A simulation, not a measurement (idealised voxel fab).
Herein follows the process module entitled voxel capacitor over wiring.
Displayed cross-section: cut, width of 280 nm, square cells sized 5 nm.
Think of the cross-section as a grid of square cells. We describe it in bands, top to bottom, and each band covers one or more rows of those cells. Each band's line starts with the height of the band's top and of its bottom, in nm. Then come its materials from left to right, each with its width in nm. One material with "all across" fills the band from edge to edge. "blank" is empty space. Measure heights from 0. That's the level where, below it, the as-received wafer is all one material. The lowest band is bottomless and extends downward; write it as in "from 0 down". Read "30->40" as a graded width: first number on top, second number at the bottom, same change between each pair of neighbouring rows. Any step labelled "everything unchanged" changed none of the cells in the cross-section. The label "Unvented cavities" introduces a list of the empty spaces, 8 cells or larger, that have no open way up to the top; each entry in it reads width x height at distance, where the distance is taken from the left edge and all three are stated in nm. Whatever follows a step's settings on its line is a remark the simulator itself makes about that step. What "overlay nm" on a step's line means: if the step has a mask, that mask lay this far to the right of its planned place, or, when the value is negative, to the left. Quick note on how to read the rest: it's all pairs. You get the cross-section before a process step and the one after, but the after one only goes down as far as the lowest band that changed. The step in between, with its settings, sits under the pair. Heads up, the pairs can come from different runs of this module on the same starting wafer, so don't assume a pair picks up from the one above unless its "Cross-section, before" entry says it does.

## Cross-section, before
  from 60 to 45: 90 lowk  15 blank  175 lowk
  from 45 to 40: 90 lowk  15 Ru  175 lowk
  from 40 to 35: 90 SiCN  15 Ru  175 SiCN
  from 35 to 30: 75 lowk  30 TiN  70 lowk  30 TiN  75 lowk
  from 30 to 0: SiO2 all across
  from 0 down: Si all across
  Unvented cavities: none

## Cross-Section After Step
  from 60 to 55: 90 lowk  15 blank  175 lowk
  from 55 to 40: 90 lowk  15 Ru  175 lowk
  Nothing below the height 40 has changed.
  Unvented cavities: none
Step sandwiched between the two cross-sections above: op EPI | material Ru | thk nm 10

Cross-section, before: same picture as after in the pair right above, so we don't repeat it.

## Cross-Section After Step
  from 60 to 40: 90 lowk  15 Ru  175 lowk
  Nothing below the height 40 has changed.
  Unvented cavities: none
Step sandwiched between the two cross-sections above: op EPI | material Ru | thk nm 5

Cross-section, before: same picture as after in the pair right above, so we don't repeat it.

## Cross-Section After Step
  from 65 to 60: TiN all across
  Nothing below the height 60 has changed.
  Unvented cavities: none
Step sandwiched between the two cross-sections above: op DIRECTIONAL_DEP | material TiN | thk nm 5

Cross-section, before: same picture as after in the pair right above, so we don't repeat it.

## Cross-Section After Step
  from 70 to 65: HfO2 all across
  Nothing below the height 65 has changed.
  Unvented cavities: none
Step sandwiched between the two cross-sections above: op DIRECTIONAL_DEP | material HfO2 | thk nm 5

Cross-section, before: same picture as after in the pair right above, so we don't repeat it.

## Cross-Section After Step
  from 80 to 70: TiN all across
  Nothing below the height 70 has changed.
  Unvented cavities: none
Step sandwiched between the two cross-sections above: op DIRECTIONAL_DEP | material TiN | thk nm 10

Cross-section, before: same picture as after in the pair right above, so we don't repeat it.

## Cross-Section After Step
  from 80 to 70: 90 blank  75 TiN  115 blank
  Nothing below the height 70 has changed.
  Unvented cavities: none
Step sandwiched between the two cross-sections above: op MASKED_ETCH | tone cover | mask id UPPER_PLATE | width nm 75 | etch materials TiN | depth nm 10 | overlay nm 0

Cross-section, before: same picture as after in the pair right above, so we don't repeat it.

## Cross-Section After Step
  from 80 to 70: 90 blank  75 TiN  115 blank
  from 70 to 65: 90 blank  75 HfO2  115 blank
  Nothing below the height 65 has changed.
  Unvented cavities: none
Step sandwiched between the two cross-sections above: op MASKED_ETCH | tone cover | mask id UPPER_PLATE | width nm 75 | etch materials HfO2 | depth nm 5 | overlay nm 0

Cross-section, before: same picture as after in the pair right above, so we don't repeat it.

## Cross-Section After Step
  from 90 to 80: 90 blank  75 aC  115 blank
  from 80 to 75: 90 blank  75 TiN  115 blank
  from 75 to 70: 90 aC  75 TiN  115 aC
  from 70 to 65: 90 aC  75 HfO2  115 aC
  Nothing below the height 65 has changed.
  Unvented cavities: none
Step sandwiched between the two cross-sections above: op DIRECTIONAL_DEP | material aC | thk nm 10

Cross-section, before: same picture as after in the pair right above, so we don't repeat it.

## Cross-Section After Step
  from 120 to 90: 85 blank  85 resist  110 blank
  from 90 to 80: 85 blank  5 resist  75 aC  5 resist  110 blank
  from 80 to 75: 85 blank  5 resist  75 TiN  5 resist  110 blank
  Nothing below the height 75 has changed.
  Unvented cavities: none
Step sandwiched between the two cross-sections above: op PATTERN | tone cover | mask id LOWER_PLATE | material resist | width nm 85 | thk nm 30 | overlay nm 0

Cross-section, before: same picture as after in the pair right above, so we don't repeat it.

## Cross-Section After Step
  from 110 to 90: 85 blank  85 resist  110 blank
  from 90 to 80: 85 blank  5 resist  75 aC  5 resist  110 blank
  from 80 to 75: 85 blank  5 resist  75 TiN  5 resist  110 blank
  from 75 to 70: 85 blank  5 aC  75 TiN  5 aC  110 blank
  from 70 to 65: 85 blank  5 aC  75 HfO2  5 aC  110 blank
  Nothing below the height 65 has changed.
  Unvented cavities: none
Step sandwiched between the two cross-sections above: op DIRECTIONAL_ETCH | etch materials aC | depth nm 10

Cross-section, before: same picture as after in the pair right above, so we don't repeat it.

## Cross-Section After Step
  from 90 to 80: 90 blank  75 aC  115 blank
  from 80 to 75: 90 blank  75 TiN  115 blank
  Nothing below the height 75 has changed.
  Unvented cavities: none
Step sandwiched between the two cross-sections above: op STRIP | etch materials resist

Cross-section, before: same picture as after in the pair right above, so we don't repeat it.

## Cross-Section After Step
  from 90 to 80: 90 blank  75 aC  115 blank
  from 80 to 75: 90 blank  75 TiN  115 blank
  from 75 to 70: 85 blank  5 aC  75 TiN  5 aC  110 blank
  from 70 to 65: 85 blank  5 aC  75 HfO2  5 aC  110 blank
  from 65 to 60: 85 blank  85 TiN  110 blank
  Nothing below the height 60 has changed.
  Unvented cavities: none
Step sandwiched between the two cross-sections above: op DIRECTIONAL_ETCH | etch materials TiN | depth nm 5

Cross-section, before: same picture as after in the pair right above, so we don't repeat it.

## Cross-Section After Step
  from 80 to 70: 90 blank  75 TiN  115 blank
  from 70 to 65: 90 blank  75 HfO2  115 blank
  Nothing below the height 65 has changed.
  Unvented cavities: none
Step sandwiched between the two cross-sections above: op STRIP | etch materials aC

Cross-section, before: same picture as after in the pair right above, so we don't repeat it.

## Cross-Section After Step
  from 100 to 80: SiO2 all across
  from 80 to 70: 90 SiO2  75 TiN  115 SiO2
  from 70 to 65: 90 SiO2  75 HfO2  115 SiO2
  from 65 to 60: 85 SiO2  85 TiN  110 SiO2
  Nothing below the height 60 has changed.
  Unvented cavities: none
Step sandwiched between the two cross-sections above: op FILL_DEP | material SiO2 | thk nm 20

Cross-section, before: same picture as after in the pair right above, so we don't repeat it.

## Cross-Section After Step
  from 95 to 80: SiO2 all across
  Nothing below the height 80 has changed.
  Unvented cavities: none
Step sandwiched between the two cross-sections above: op CMP | height nm 95

Cross-section, before: same picture as after in the pair right above, so we don't repeat it.

## Cross-Section After Step
  from 110 to 95: aC all across
  Nothing below the height 95 has changed.
  Unvented cavities: none
Step sandwiched between the two cross-sections above: op DIRECTIONAL_DEP | material aC | thk nm 15

Cross-section, before: same picture as after in the pair right above, so we don't repeat it.

## Cross-Section After Step
  from 140 to 110: 100 resist  15 blank  165 resist
  Nothing below the height 110 has changed.
  Unvented cavities: none
Step sandwiched between the two cross-sections above: op PATTERN | tone open | mask id PLUG_2 | material resist | width nm 15 | thk nm 30 | overlay nm 0

Cross-section, before: same picture as after in the pair right above, so we don't repeat it.

## Cross-Section After Step
  from 125 to 110: 100 resist  15 blank  165 resist
  from 110 to 95: 100 aC  15 blank  165 aC
  Nothing below the height 95 has changed.
  Unvented cavities: none
Step sandwiched between the two cross-sections above: op DIRECTIONAL_ETCH | etch materials aC | depth nm 15

Cross-section, before: same picture as after in the pair right above, so we don't repeat it.

## Cross-Section After Step
  from 110 to 95: 100 aC  15 blank  165 aC
  Nothing below the height 95 has changed.
  Unvented cavities: none
Step sandwiched between the two cross-sections above: op STRIP | etch materials resist

Cross-section, before: same picture as after in the pair right above, so we don't repeat it.

## Cross-Section After Step
  from 110 to 95: 100 aC  15 blank  165 aC
  from 95 to 80: 100 SiO2  15 blank  165 SiO2
  Nothing below the height 80 has changed.
  Unvented cavities: none
Step sandwiched between the two cross-sections above: op DIRECTIONAL_ETCH | etch materials SiO2 | depth nm 15

Cross-section, before: same picture as after in the pair right above, so we don't repeat it.

## Cross-Section After Step
  from 95 to 80: 100 SiO2  15 blank  165 SiO2
  Nothing below the height 80 has changed.
  Unvented cavities: none
Step sandwiched between the two cross-sections above: op STRIP | etch materials aC

Cross-section, before: same picture as after in the pair right above, so we don't repeat it.

## Cross-Section After Step
  from 100 to 95: 105 TiN  5 blank  170 TiN
  from 95 to 85: 100 SiO2  5 TiN  5 blank  5 TiN  165 SiO2
  from 85 to 80: 100 SiO2  15 TiN  165 SiO2
  Nothing below the height 80 has changed.
  Unvented cavities: none
Step sandwiched between the two cross-sections above: op CONFORMAL_DEP | material TiN | thk nm 5

Cross-section, before: same picture as after in the pair right above, so we don't repeat it.

## Cross-Section After Step
  from 105 to 100: Ru all across
  from 100 to 95: 105 TiN  5 Ru  170 TiN
  from 95 to 85: 100 SiO2  5 TiN  5 Ru  5 TiN  165 SiO2
  Nothing below the height 85 has changed.
  Unvented cavities: none
Step sandwiched between the two cross-sections above: op FILL_DEP | material Ru | thk nm 5

Cross-section, before: same picture as after in the pair right above, so we don't repeat it.

## Cross-Section After Step
  from 95 to 85: 100 SiO2  5 TiN  5 Ru  5 TiN  165 SiO2
  Nothing below the height 85 has changed.
  Unvented cavities: none
Step sandwiched between the two cross-sections above: op CMP | height nm 95

Cross-section, before: same picture as after in the pair right above, so we don't repeat it.

## Cross-Section After Step
  from 100 to 95: SiCN all across
  Nothing below the height 95 has changed.
  Unvented cavities: none
Step sandwiched between the two cross-sections above: op CONFORMAL_DEP | material SiCN | thk nm 5

## Cross-section, before
  from 15 to 0: SiO2 all across
  from 0 down: Si all across
  Unvented cavities: none

## Cross-Section After Step
  from 30 to 15: W all across
  Nothing below the height 15 has changed.
  Unvented cavities: none
Step sandwiched between the two cross-sections above: op DIRECTIONAL_DEP | material W | thk nm 15

Cross-section, before: same picture as after in the pair right above, so we don't repeat it.

## Cross-Section After Step
  from 35 to 30: TiN all across
  Nothing below the height 30 has changed.
  Unvented cavities: none
Step sandwiched between the two cross-sections above: op DIRECTIONAL_DEP | material TiN | thk nm 5

Cross-section, before: same picture as after in the pair right above, so we don't repeat it.

## Cross-Section After Step
  from 55 to 35: 75 blank  30 resist  70 blank  30 resist  75 blank
  Nothing below the height 35 has changed.
  Unvented cavities: none
Step sandwiched between the two cross-sections above: op PATTERN | tone cover | mask id METAL_1 | material resist | width nm 30 | pitch nm 100 | thk nm 20 | overlay nm 0

Cross-section, before: same picture as after in the pair right above, so we don't repeat it.

## Cross-Section After Step
  from 55 to 35: 75 blank  30 resist  70 blank  30 resist  75 blank
  from 35 to 30: 75 blank  30 TiN  70 blank  30 TiN  75 blank
  Nothing below the height 30 has changed.
  Unvented cavities: none
Step sandwiched between the two cross-sections above: op DIRECTIONAL_ETCH | etch materials TiN | depth nm 5

Cross-section, before: same picture as after in the pair right above, so we don't repeat it.

## Cross-Section After Step
  from 35 to 30: 75 blank  30 TiN  70 blank  30 TiN  75 blank
  Nothing below the height 30 has changed.
  Unvented cavities: none
Step sandwiched between the two cross-sections above: op STRIP | etch materials resist

Cross-section, before: same picture as after in the pair right above, so we don't repeat it.

## Cross-Section After Step
  from 40 to 35: lowk all across
  from 35 to 30: 75 lowk  30 TiN  70 lowk  30 TiN  75 lowk
  Nothing below the height 30 has changed.
  Unvented cavities: none
Step sandwiched between the two cross-sections above: op FILL_DEP | material lowk | thk nm 5

Cross-section, before: same picture as after in the pair right above, so we don't repeat it.

## Cross-Section After Step
  from 35 to 30: 75 lowk  30 TiN  70 lowk  30 TiN  75 lowk
  Nothing below the height 30 has changed.
  Unvented cavities: none
Step sandwiched between the two cross-sections above: op CMP | height nm 35

Cross-section, before: same picture as after in the pair right above, so we don't repeat it.

## Cross-Section After Step
  from 40 to 35: SiCN all across
  Nothing below the height 35 has changed.
  Unvented cavities: none
Step sandwiched between the two cross-sections above: op CONFORMAL_DEP | material SiCN | thk nm 5

Cross-section, before: same picture as after in the pair right above, so we don't repeat it.

## Cross-Section After Step
  from 60 to 40: lowk all across
  Nothing below the height 40 has changed.
  Unvented cavities: none
Step sandwiched between the two cross-sections above: op DIRECTIONAL_DEP | material lowk | thk nm 20

Cross-section, before: same picture as after in the pair right above, so we don't repeat it.

## Cross-Section After Step
  from 70 to 60: aC all across
  Nothing below the height 60 has changed.
  Unvented cavities: none
Step sandwiched between the two cross-sections above: op DIRECTIONAL_DEP | material aC | thk nm 10

Cross-section, before: same picture as after in the pair right above, so we don't repeat it.

## Cross-Section After Step
  from 100 to 70: 90 resist  15 blank  175 resist
  Nothing below the height 70 has changed.
  Unvented cavities: none
Step sandwiched between the two cross-sections above: op PATTERN | tone open | mask id PLUG_1 | material resist | width nm 15 | thk nm 30 | overlay nm 0

Cross-section, before: same picture as after in the pair right above, so we don't repeat it.

## Cross-Section After Step
  from 90 to 70: 90 resist  15 blank  175 resist
  from 70 to 60: 90 aC  15 blank  175 aC
  Nothing below the height 60 has changed.
  Unvented cavities: none
Step sandwiched between the two cross-sections above: op DIRECTIONAL_ETCH | etch materials aC | depth nm 10

Cross-section, before: same picture as after in the pair right above, so we don't repeat it.

## Cross-Section After Step
  from 70 to 60: 90 aC  15 blank  175 aC
  Nothing below the height 60 has changed.
  Unvented cavities: none
Step sandwiched between the two cross-sections above: op STRIP | etch materials resist

Cross-section, before: same picture as after in the pair right above, so we don't repeat it.

## Cross-Section After Step
  from 70 to 60: 90 aC  15 blank  175 aC
  from 60 to 40: 90 lowk  15 blank  175 lowk
  Nothing below the height 40 has changed.
  Unvented cavities: none
Step sandwiched between the two cross-sections above: op DIRECTIONAL_ETCH | etch materials lowk | depth nm 20

Cross-section, before: same picture as after in the pair right above, so we don't repeat it.

## Cross-Section After Step
  from 70 to 60: 90 aC  15 blank  175 aC
  from 60 to 40: 90 lowk  15 blank  175 lowk
  from 40 to 35: 90 SiCN  15 blank  175 SiCN
  Nothing below the height 35 has changed.
  Unvented cavities: none
Step sandwiched between the two cross-sections above: op DIRECTIONAL_ETCH | etch materials SiCN | depth nm 5

Cross-section, before: same picture as after in the pair right above, so we don't repeat it.

## Cross-Section After Step
  from 60 to 40: 90 lowk  15 blank  175 lowk
  Nothing below the height 40 has changed.
  Unvented cavities: none
Step sandwiched between the two cross-sections above: op STRIP | etch materials aC

Cross-section, before: same picture as after in the pair right above, so we don't repeat it.

## Cross-Section After Step
  from 60 to 45: 90 lowk  15 blank  175 lowk
  from 45 to 40: 90 lowk  15 Ru  175 lowk
  from 40 to 35: 90 SiCN  15 Ru  175 SiCN
  Nothing below the height 35 has changed.
  Unvented cavities: none
Step sandwiched between the two cross-sections above: op EPI | material Ru | thk nm 10

Cross-section, before: same picture as after in the pair right above, so we don't repeat it.

## Cross-Section After Step
  from 60 to 55: 90 lowk  15 blank  175 lowk
  from 55 to 40: 90 lowk  15 Ru  175 lowk
  Nothing below the height 40 has changed.
  Unvented cavities: none
Step sandwiched between the two cross-sections above: op EPI | material Ru | thk nm 10

Cross-section, before: same picture as after in the pair right above, so we don't repeat it.

## Cross-Section After Step
  from 60 to 40: 90 lowk  15 Ru  175 lowk
  Nothing below the height 40 has changed.
  Unvented cavities: none
Step sandwiched between the two cross-sections above: op EPI | material Ru | thk nm 5

Cross-section, before: same picture as after in the pair right above, so we don't repeat it.

## Cross-Section After Step
  from 65 to 60: TiN all across
  Nothing below the height 60 has changed.
  Unvented cavities: none
Step sandwiched between the two cross-sections above: op DIRECTIONAL_DEP | material TiN | thk nm 5

Cross-section, before: same picture as after in the pair right above, so we don't repeat it.

## Cross-Section After Step
  from 70 to 65: HfO2 all across
  Nothing below the height 65 has changed.
  Unvented cavities: none
Step sandwiched between the two cross-sections above: op DIRECTIONAL_DEP | material HfO2 | thk nm 5

Cross-section, before: same picture as after in the pair right above, so we don't repeat it.

## Cross-Section After Step
  from 80 to 70: TiN all across
  Nothing below the height 70 has changed.
  Unvented cavities: none
Step sandwiched between the two cross-sections above: op DIRECTIONAL_DEP | material TiN | thk nm 10

Cross-section, before: same picture as after in the pair right above, so we don't repeat it.

## Cross-Section After Step
  from 80 to 70: 90 blank  75 TiN  115 blank
  Nothing below the height 70 has changed.
  Unvented cavities: none
Step sandwiched between the two cross-sections above: op MASKED_ETCH | tone cover | mask id UPPER_PLATE | width nm 75 | etch materials TiN | depth nm 10 | overlay nm 0

Cross-section, before: same picture as after in the pair right above, so we don't repeat it.

## Cross-Section After Step
  from 80 to 70: 90 blank  75 TiN  115 blank
  from 70 to 65: 90 blank  75 HfO2  115 blank
  Nothing below the height 65 has changed.
  Unvented cavities: none
Step sandwiched between the two cross-sections above: op MASKED_ETCH | tone cover | mask id UPPER_PLATE | width nm 75 | etch materials HfO2 | depth nm 5 | overlay nm 0

Cross-section, before: same picture as after in the pair right above, so we don't repeat it.

## Cross-Section After Step
  from 90 to 80: 90 blank  75 aC  115 blank
  from 80 to 75: 90 blank  75 TiN  115 blank
  from 75 to 70: 90 aC  75 TiN  115 aC
  from 70 to 65: 90 aC  75 HfO2  115 aC
  Nothing below the height 65 has changed.
  Unvented cavities: none
Step sandwiched between the two cross-sections above: op DIRECTIONAL_DEP | material aC | thk nm 10

Cross-section, before: same picture as after in the pair right above, so we don't repeat it.

## Cross-Section After Step
  from 120 to 90: 85 blank  85 resist  110 blank
  from 90 to 80: 85 blank  5 resist  75 aC  5 resist  110 blank
  from 80 to 75: 85 blank  5 resist  75 TiN  5 resist  110 blank
  Nothing below the height 75 has changed.
  Unvented cavities: none
Step sandwiched between the two cross-sections above: op PATTERN | tone cover | mask id LOWER_PLATE | material resist | width nm 85 | thk nm 30 | overlay nm 0

Cross-section, before: same picture as after in the pair right above, so we don't repeat it.

## Cross-Section After Step
  from 110 to 90: 85 blank  85 resist  110 blank
  from 90 to 80: 85 blank  5 resist  75 aC  5 resist  110 blank
  from 80 to 75: 85 blank  5 resist  75 TiN  5 resist  110 blank
  from 75 to 70: 85 blank  5 aC  75 TiN  5 aC  110 blank
  from 70 to 65: 85 blank  5 aC  75 HfO2  5 aC  110 blank
  Nothing below the height 65 has changed.
  Unvented cavities: none
Step sandwiched between the two cross-sections above: op DIRECTIONAL_ETCH | etch materials aC | depth nm 10

Cross-section, before: same picture as after in the pair right above, so we don't repeat it.

## Cross-Section After Step
  from 90 to 80: 90 blank  75 aC  115 blank
  from 80 to 75: 90 blank  75 TiN  115 blank
  Nothing below the height 75 has changed.
  Unvented cavities: none
Step sandwiched between the two cross-sections above: op STRIP | etch materials resist

Cross-section, before: same picture as after in the pair right above, so we don't repeat it.

## Cross-Section After Step
  from 90 to 80: 90 blank  75 aC  115 blank
  from 80 to 75: 90 blank  75 TiN  115 blank
  from 75 to 70: 85 blank  5 aC  75 TiN  5 aC  110 blank
  from 70 to 65: 85 blank  5 aC  75 HfO2  5 aC  110 blank
  from 65 to 60: 85 blank  85 TiN  110 blank
  Nothing below the height 60 has changed.
  Unvented cavities: none
Step sandwiched between the two cross-sections above: op DIRECTIONAL_ETCH | etch materials TiN | depth nm 5

Cross-section, before: same picture as after in the pair right above, so we don't repeat it.

## Cross-Section After Step
  from 80 to 70: 90 blank  75 TiN  115 blank
  from 70 to 65: 90 blank  75 HfO2  115 blank
  Nothing below the height 65 has changed.
  Unvented cavities: none
Step sandwiched between the two cross-sections above: op STRIP | etch materials aC

Cross-section, before: same picture as after in the pair right above, so we don't repeat it.

## Cross-Section After Step
  from 100 to 80: SiO2 all across
  from 80 to 70: 90 SiO2  75 TiN  115 SiO2
  from 70 to 65: 90 SiO2  75 HfO2  115 SiO2
  from 65 to 60: 85 SiO2  85 TiN  110 SiO2
  Nothing below the height 60 has changed.
  Unvented cavities: none
Step sandwiched between the two cross-sections above: op FILL_DEP | material SiO2 | thk nm 20

Cross-section, before: same picture as after in the pair right above, so we don't repeat it.

## Cross-Section After Step
  from 95 to 80: SiO2 all across
  Nothing below the height 80 has changed.
  Unvented cavities: none
Step sandwiched between the two cross-sections above: op CMP | height nm 95

Cross-section, before: same picture as after in the pair right above, so we don't repeat it.

## Cross-Section After Step
  from 110 to 95: aC all across
  Nothing below the height 95 has changed.
  Unvented cavities: none
Step sandwiched between the two cross-sections above: op DIRECTIONAL_DEP | material aC | thk nm 15

Cross-section, before: same picture as after in the pair right above, so we don't repeat it.

## Cross-Section After Step
  from 140 to 110: 100 resist  15 blank  165 resist
  Nothing below the height 110 has changed.
  Unvented cavities: none
Step sandwiched between the two cross-sections above: op PATTERN | tone open | mask id PLUG_2 | material resist | width nm 15 | thk nm 30 | overlay nm 0

Cross-section, before: same picture as after in the pair right above, so we don't repeat it.

## Cross-Section After Step
  from 125 to 110: 100 resist  15 blank  165 resist
  from 110 to 95: 100 aC  15 blank  165 aC
  Nothing below the height 95 has changed.
  Unvented cavities: none
Step sandwiched between the two cross-sections above: op DIRECTIONAL_ETCH | etch materials aC | depth nm 15

Cross-section, before: same picture as after in the pair right above, so we don't repeat it.

## Cross-Section After Step
  from 110 to 95: 100 aC  15 blank  165 aC
  Nothing below the height 95 has changed.
  Unvented cavities: none
Step sandwiched between the two cross-sections above: op STRIP | etch materials resist

Cross-section, before: same picture as after in the pair right above, so we don't repeat it.

## Cross-Section After Step
  from 110 to 95: 100 aC  15 blank  165 aC
  from 95 to 80: 100 SiO2  15 blank  165 SiO2
  Nothing below the height 80 has changed.
  Unvented cavities: none
Step sandwiched between the two cross-sections above: op DIRECTIONAL_ETCH | etch materials SiO2 | depth nm 15

Cross-section, before: same picture as after in the pair right above, so we don't repeat it.

## Cross-Section After Step
  from 95 to 80: 100 SiO2  15 blank  165 SiO2
  Nothing below the height 80 has changed.
  Unvented cavities: none
Step sandwiched between the two cross-sections above: op STRIP | etch materials aC

Cross-section, before: same picture as after in the pair right above, so we don't repeat it.

## Cross-Section After Step
  from 100 to 95: 105 TiN  5 blank  170 TiN
  from 95 to 85: 100 SiO2  5 TiN  5 blank  5 TiN  165 SiO2
  from 85 to 80: 100 SiO2  15 TiN  165 SiO2
  Nothing below the height 80 has changed.
  Unvented cavities: none
Step sandwiched between the two cross-sections above: op CONFORMAL_DEP | material TiN | thk nm 5

Cross-section, before: same picture as after in the pair right above, so we don't repeat it.

## Cross-Section After Step
  from 105 to 100: Ru all across
  from 100 to 95: 105 TiN  5 Ru  170 TiN
  from 95 to 85: 100 SiO2  5 TiN  5 Ru  5 TiN  165 SiO2
  Nothing below the height 85 has changed.
  Unvented cavities: none
Step sandwiched between the two cross-sections above: op FILL_DEP | material Ru | thk nm 5

Cross-section, before: same picture as after in the pair right above, so we don't repeat it.

## Cross-Section After Step
  from 95 to 85: 100 SiO2  5 TiN  5 Ru  5 TiN  165 SiO2
  Nothing below the height 85 has changed.
  Unvented cavities: none
Step sandwiched between the two cross-sections above: op CMP | height nm 95

Cross-section, before: same picture as after in the pair right above, so we don't repeat it.

## Cross-Section After Step
  from 100 to 95: SiCN all across
  Nothing below the height 95 has changed.
  Unvented cavities: none
Step sandwiched between the two cross-sections above: op CONFORMAL_DEP | material SiCN | thk nm 5

## Cross-section, before
  from 70 to 60: 90 aC  15 blank  175 aC
  from 60 to 40: lowk all across
  from 40 to 35: SiCN all across
  from 35 to 20: 75 lowk  30 W  70 lowk  30 W  75 lowk
  from 20 to 15: 75 lowk  30 TiN  70 lowk  30 TiN  75 lowk
  from 15 to 0: SiO2 all across
  from 0 down: Si all across
  Unvented cavities: none

## Cross-Section After Step
  from 70 to 60: 90 aC  15 blank  175 aC
  from 60 to 45: 90 lowk  15 blank  175 lowk
  Nothing below the height 45 has changed.
  Unvented cavities: none
Step sandwiched between the two cross-sections above: op DIRECTIONAL_ETCH | etch materials lowk | depth nm 15

Cross-section, before: same picture as after in the pair right above, so we don't repeat it.

## Cross-Section After Step
  from 60 to 45: 90 lowk  15 blank  175 lowk
  Nothing below the height 45 has changed.
  Unvented cavities: none
Step sandwiched between the two cross-sections above: op STRIP | etch materials aC

Cross-section, before: same picture as after in the pair right above, so we don't repeat it.

## Cross-Section After Step
  from 65 to 60: 90 TiN  15 blank  175 TiN
  from 60 to 50: 90 lowk  15 blank  175 lowk
  from 50 to 45: 90 lowk  15 TiN  175 lowk
  Nothing below the height 45 has changed.
  Unvented cavities: none
Step sandwiched between the two cross-sections above: op DIRECTIONAL_DEP | material TiN | thk nm 5

Cross-section, before: same picture as after in the pair right above, so we don't repeat it.

## Cross-Section After Step
  from 70 to 65: 90 HfO2  15 blank  175 HfO2
  from 65 to 60: 90 TiN  15 blank  175 TiN
  from 60 to 55: 90 lowk  15 blank  175 lowk
  from 55 to 50: 90 lowk  15 HfO2  175 lowk
  Nothing below the height 50 has changed.
  Unvented cavities: none
Step sandwiched between the two cross-sections above: op DIRECTIONAL_DEP | material HfO2 | thk nm 5

Cross-section, before: same picture as after in the pair right above, so we don't repeat it.

## Cross-Section After Step
  from 80 to 70: 90 TiN  15 blank  175 TiN
  from 70 to 65: 90 HfO2  15 blank  175 HfO2
  from 65 to 60: TiN all across
  from 60 to 55: 90 lowk  15 TiN  175 lowk
  Nothing below the height 55 has changed.
  Unvented cavities: none
Step sandwiched between the two cross-sections above: op DIRECTIONAL_DEP | material TiN | thk nm 10

Cross-section, before: same picture as after in the pair right above, so we don't repeat it.

## Cross-Section After Step
  from 80 to 70: 105 blank  60 TiN  115 blank
  Nothing below the height 70 has changed.
  Unvented cavities: none
Step sandwiched between the two cross-sections above: op MASKED_ETCH | tone cover | mask id UPPER_PLATE | width nm 75 | etch materials TiN | depth nm 10 | overlay nm 0

Cross-section, before: same picture as after in the pair right above, so we don't repeat it.

## Cross-Section After Step
  from 80 to 70: 105 blank  60 TiN  115 blank
  from 70 to 65: 105 blank  60 HfO2  115 blank
  Nothing below the height 65 has changed.
  Unvented cavities: none
Step sandwiched between the two cross-sections above: op MASKED_ETCH | tone cover | mask id UPPER_PLATE | width nm 75 | etch materials HfO2 | depth nm 5 | overlay nm 0

Cross-section, before: same picture as after in the pair right above, so we don't repeat it.

## Cross-Section After Step
  from 90 to 80: 105 blank  60 aC  115 blank
  from 80 to 75: 105 blank  60 TiN  115 blank
  from 75 to 70: 105 aC  60 TiN  115 aC
  from 70 to 65: 105 aC  60 HfO2  115 aC
  Nothing below the height 65 has changed.
  Unvented cavities: none
Step sandwiched between the two cross-sections above: op DIRECTIONAL_DEP | material aC | thk nm 10

Cross-section, before: same picture as after in the pair right above, so we don't repeat it.

## Cross-Section After Step
  from 120 to 90: 85 blank  85 resist  110 blank
  from 90 to 80: 85 blank  20 resist  60 aC  5 resist  110 blank
  from 80 to 75: 85 blank  20 resist  60 TiN  5 resist  110 blank
  Nothing below the height 75 has changed.
  Unvented cavities: none
Step sandwiched between the two cross-sections above: op PATTERN | tone cover | mask id LOWER_PLATE | material resist | width nm 85 | thk nm 30 | overlay nm 0

Cross-section, before: same picture as after in the pair right above, so we don't repeat it.

## Cross-Section After Step
  from 110 to 90: 85 blank  85 resist  110 blank
  from 90 to 80: 85 blank  20 resist  60 aC  5 resist  110 blank
  from 80 to 75: 85 blank  20 resist  60 TiN  5 resist  110 blank
  from 75 to 70: 85 blank  20 aC  60 TiN  5 aC  110 blank
  from 70 to 65: 85 blank  20 aC  60 HfO2  5 aC  110 blank
  Nothing below the height 65 has changed.
  Unvented cavities: none
Step sandwiched between the two cross-sections above: op DIRECTIONAL_ETCH | etch materials aC | depth nm 10

Cross-section, before: same picture as after in the pair right above, so we don't repeat it.

## Cross-Section After Step
  from 90 to 80: 105 blank  60 aC  115 blank
  from 80 to 75: 105 blank  60 TiN  115 blank
  Nothing below the height 75 has changed.
  Unvented cavities: none
Step sandwiched between the two cross-sections above: op STRIP | etch materials resist

Cross-section, before: same picture as after in the pair right above, so we don't repeat it.

## Cross-Section After Step
  from 90 to 80: 105 blank  60 aC  115 blank
  from 80 to 75: 105 blank  60 TiN  115 blank
  from 75 to 70: 85 blank  20 aC  60 TiN  5 aC  110 blank
  from 70 to 65: 85 blank  20 aC  60 HfO2  5 aC  110 blank
  from 65 to 60: 85 blank  85 TiN  110 blank
  Nothing below the height 60 has changed.
  Unvented cavities: none
Step sandwiched between the two cross-sections above: op DIRECTIONAL_ETCH | etch materials TiN | depth nm 5

Cross-section, before: same picture as after in the pair right above, so we don't repeat it.

## Cross-Section After Step
  from 80 to 70: 105 blank  60 TiN  115 blank
  from 70 to 65: 105 blank  60 HfO2  115 blank
  Nothing below the height 65 has changed.
  Unvented cavities: none
Step sandwiched between the two cross-sections above: op STRIP | etch materials aC

Cross-section, before: same picture as after in the pair right above, so we don't repeat it.

## Cross-Section After Step
  from 100 to 80: SiO2 all across
  from 80 to 70: 105 SiO2  60 TiN  115 SiO2
  from 70 to 65: 105 SiO2  60 HfO2  115 SiO2
  from 65 to 60: 85 SiO2  85 TiN  110 SiO2
  Nothing below the height 60 has changed.
  Unvented cavities: none
Step sandwiched between the two cross-sections above: op FILL_DEP | material SiO2 | thk nm 20

Cross-section, before: same picture as after in the pair right above, so we don't repeat it.

## Cross-Section After Step
  from 95 to 80: SiO2 all across
  Nothing below the height 80 has changed.
  Unvented cavities: none
Step sandwiched between the two cross-sections above: op CMP | height nm 95

Cross-section, before: same picture as after in the pair right above, so we don't repeat it.

## Cross-Section After Step
  from 110 to 95: aC all across
  Nothing below the height 95 has changed.
  Unvented cavities: none
Step sandwiched between the two cross-sections above: op DIRECTIONAL_DEP | material aC | thk nm 15

Cross-section, before: same picture as after in the pair right above, so we don't repeat it.

## Cross-Section After Step
  from 140 to 110: 100 resist  15 blank  165 resist
  Nothing below the height 110 has changed.
  Unvented cavities: none
Step sandwiched between the two cross-sections above: op PATTERN | tone open | mask id PLUG_2 | material resist | width nm 15 | thk nm 30 | overlay nm 0
